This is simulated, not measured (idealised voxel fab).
This is a process module. Its name is voxel gate over fins.
In the cross-section labelled cut, the width is 210 nm and each square cell is 5 nm.
Each cross-section below is a grid of square cells, stated as bands in top-down order, with one or more rows of cells making up each band. Top height, bottom height, nm. Materials left to right, width each, nm. Single material + "everywhere" = fills band edge to edge. "empty" = empty. Convention: height 0 is the level below which the wafer, as received, is all one material. The lowest band does not terminate at the bottom but continues downward, represented as "top 0, no bottom". Width "30->40": first value at the band's top row of cells, second value at its bottom row, equal change from row to row. "everything unchanged" -> step changed no cross-section cell. The entry titled "Enclosed internal cavities" provides the empty spaces that have no open way to the top, restricted to those of 8 cells or more. Each is presented as width x height at distance, the distance being measured from the left edge, with all three in nm. Step line, after settings: the simulator's comment on this step. overlay nm: where the mask lay relative to plan, measured to the right, on steps with a mask; negatives go left.
This section lists the process steps that were planned
1: op RECEIVE | material Si
2: op CONFORMAL_DEP | material SiN | thk nm 10
3: op DIRECTIONAL_DEP | material aC | thk nm 15
4: op PATTERN | tone cover | mask id FINS | material resist | width nm 15 | pitch nm 45 | thk nm 35 | overlay nm 0
5: op DIRECTIONAL_ETCH | etch materials aC | depth nm 15
6: op STRIP | etch materials resist
7: op DIRECTIONAL_ETCH | etch materials SiN | depth nm 10
8: op DIRECTIONAL_ETCH | etch materials Si | depth nm 35
9: op STRIP | etch materials aC
10: op FILL_DEP | material SiO2 | thk nm 15
11: op CMP | height nm 10
12: op SELECTIVE_ETCH | etch materials SiO2 | depth nm 25
13: op STRIP | etch materials SiN
14: op CONFORMAL_DEP | material HfO2 | thk nm 5
15: op CONFORMAL_DEP | material TiN | thk nm 5
16: op CONFORMAL_DEP | material TiAl | thk nm 5
17: op CONFORMAL_DEP | material TiN | thk nm 5
18: op FILL_DEP | material W | thk nm 10
19: op CMP | height nm 25
20: op CONFORMAL_DEP | material SiCN | thk nm 5
Wafer at receipt (post step 1), cross-section
	top 0, no bottom: Si everywhere
	Enclosed internal cavities: none
Same starting wafer, same plan as above, one mistake in the execution; this is the cross-section at the end of the module
	top 30, bottom 25: SiCN everywhere
	top 25, bottom 20: W everywhere
	top 20, bottom 15: TiN everywhere
	top 15, bottom 10: TiAl everywhere
	top 10, bottom 5: TiN everywhere
	top 5, bottom 0: HfO2 55 nm, then TiN 5 nm, then HfO2 40 nm, then TiN 5 nm, then HfO2 40 nm, then TiN 5 nm, then HfO2 60 nm
	top 0, bottom -10: Si 50 nm, then HfO2 5 nm, then TiN 5 nm, then HfO2 5 nm, then Si 30 nm, then HfO2 5 nm, then TiN 5 nm, then HfO2 5 nm, then Si 30 nm, then HfO2 5 nm, then TiN 5 nm, then HfO2 5 nm, then Si 55 nm
	top -10, bottom -15: Si 50 nm, then HfO2 15 nm, then Si 30 nm, then HfO2 15 nm, then Si 30 nm, then HfO2 15 nm, then Si 55 nm
	top -15, bottom -35: Si 50 nm, then SiO2 15 nm, then Si 30 nm, then SiO2 15 nm, then Si 30 nm, then SiO2 15 nm, then Si 55 nm
	top -35, no bottom: Si everywhere
	Enclosed internal cavities: none
Plan not followed: heads up, step 4 didn't go per plan, it actually ran as op PATTERN | tone open | mask id FINS | material resist | width nm 15 | pitch nm 45 | thk nm 35 | overlay nm 0
